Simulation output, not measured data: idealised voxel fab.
You're looking at the process module voxel double patterning.
cross-section cut | 180 nm wide | cells 5 nm
In what follows, cross-sections appear as grids of square cells, described through bands that run from the top down, where every band is one or more rows of cells.
In this notation a band is specified by the heights of its top and bottom, in that order and in nm, after which its materials appear from left to right, each paired with its width in nm. The word "full width" attached to a single material means that material fills the band from edge to edge; the word "blank" stands for empty space.
We count height from 0. Below that, the starting wafer is all one material. The lowest band never ends at the bottom but goes on down; see "0 -> down" for how that is written.
Width spec "30->40" -> top row of cells at first value, bottom row at second value, equal per-row change in between.
Take "changes: none" at face value: in the step it is given for, the cross-section changed in none of its cells.
You'll see "Closed cavities" listing empty spaces that have no way open to the top, as long as they're 8 cells or more; the notation is width x height at distance, where the distance is from the left edge, and all of it is in nm.
Past the settings on a step's line: simulator remark, on that step.
The line of a step may include "overlay nm". On a step with a mask, this value is how far to the right of its planned place the mask lay. A negative value means the mask lay to the left.

## Process steps - plan
1 RECEIVE with material Si
2 CONFORMAL_DEP with material SiO2, thk nm 10
3 DIRECTIONAL_DEP with material polySi, thk nm 20
4 DIRECTIONAL_DEP with material SiN, thk nm 5
5 DIRECTIONAL_DEP with material aC, thk nm 10
6 PATTERN with tone open, mask id FIRST, material resist, width nm 15, pitch nm 50, thk nm 25, overlay nm 0
7 DIRECTIONAL_ETCH with etch materials aC, depth nm 10
8 STRIP with etch materials resist
9 DIRECTIONAL_ETCH with etch materials SiN, depth nm 5
10 STRIP with etch materials aC
11 DIRECTIONAL_DEP with material aC, thk nm 15
12 PATTERN with tone open, mask id SECOND, material resist, width nm 15, pitch nm 50, thk nm 30, overlay nm 0
13 DIRECTIONAL_ETCH with etch materials aC, depth nm 15
14 STRIP with etch materials resist
15 DIRECTIONAL_ETCH with etch materials SiN, depth nm 5
16 STRIP with etch materials aC
17 DIRECTIONAL_ETCH with etch materials polySi, depth nm 20
18 STRIP with etch materials SiN

## As-received wafer cross-section (after step 1)
    0 -> down: Si full width
    Closed cavities: none

## Cross-section, end of module. Start: as above. Plan: as above. Execution: one mistake
    30 -> 20: SiO2 full width
    20 -> 0: polySi full width
    0 -> down: Si full width
    Closed cavities: none
The mistake made against the process plan was this: the intended sequence of steps 2 and 3 was reversed during processing, with each occupying the position of the other
